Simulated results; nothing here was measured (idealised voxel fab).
The following process module bears the name voxel fin reveal.
Square cell edge 5 nm, section width 270 nm, ID cut.
Think of the cross-section as a grid of square cells. We describe it in bands, top to bottom, and each band covers one or more rows of those cells. Read a band's entry like this: the first values are the height of its top and the height of its bottom in nm, and what follows is the sequence of materials from left to right, each with its width in nm. Note that "air" is empty space, and that a single material marked "all across" reaches across the band from edge to edge. Note: height 0 marks the level under which the wafer is uniformly one material as received. Lowest band unbounded below, written "0..down". You'd read "30 to 40" like this: the band's top row of cells is as wide as the first number, its bottom row is as wide as the second, and going down, every row changes width by the same amount as the row before did. Step marked "remained unchanged"? Then no cell in the cross-section changed in it. Reported under the label "Fully enclosed voids" are the empty spaces having no open way to the top and comprising 8 cells or more; the notation for each is width x height at distance, in which the distance is measured from the left edge and all three values are in nm. It should be noted that, on the line of a given step, the content following the step's settings is a remark produced by the simulator itself with respect to that step. overlay nm: where the mask lay relative to plan, measured to the right, on steps with a mask; negatives go left.
## plan
1 RECEIVE, material Si
2 CONFORMAL_DEP, material SiN, thk nm 10
3 PATTERN, tone cover, mask id FINS, material resist, width nm 15, pitch nm 45, thk nm 20, overlay nm 0
4 DIRECTIONAL_ETCH, etch materials SiN, depth nm 10
5 DIRECTIONAL_ETCH, etch materials Si, depth nm 40
6 STRIP, etch materials resist
7 OXIDIZE, depth nm 5
8 FILL_DEP, material SiO2, thk nm 15
9 CMP, height nm 10
10 SELECTIVE_ETCH, etch materials SiO2, depth nm 40
11 STRIP, etch materials SiN
12 CONFORMAL_DEP, material SiO2, thk nm 5
## Step 1 complete: cross-section of the wafer as received
  0..down  Si all across
  Fully enclosed voids: none
## Result of the module, cross-sectioned: start per above, plan per above, one error in how it was run
  15..10  air: 100 / SiO2: 25 / air: 20 / SiO2: 25 / air: 100
  10..0  air: 100 / SiO2: 5 / SiN: 15 / SiO2: 5 / air: 20 / SiO2: 5 / SiN: 15 / SiO2: 5 / air: 100
  0..-5  air: 100 / SiO2: 10 / Si: 5 / SiO2: 10 / air: 20 / SiO2: 10 / Si: 5 / SiO2: 10 / air: 100
  -5..-40  air: 105 / SiO2: 5 / Si: 5 / SiO2: 5 / air: 30 / SiO2: 5 / Si: 5 / SiO2: 5 / air: 105
  -40..-45  SiO2: 110 / Si: 5 / SiO2: 40 / Si: 5 / SiO2: 110
  -45..down  Si all across
  Fully enclosed voids: none
Short version of what went wrong: step 11 was run on a setting that differed from the plan, and what really ran there is STRIP, etch materials SiO2
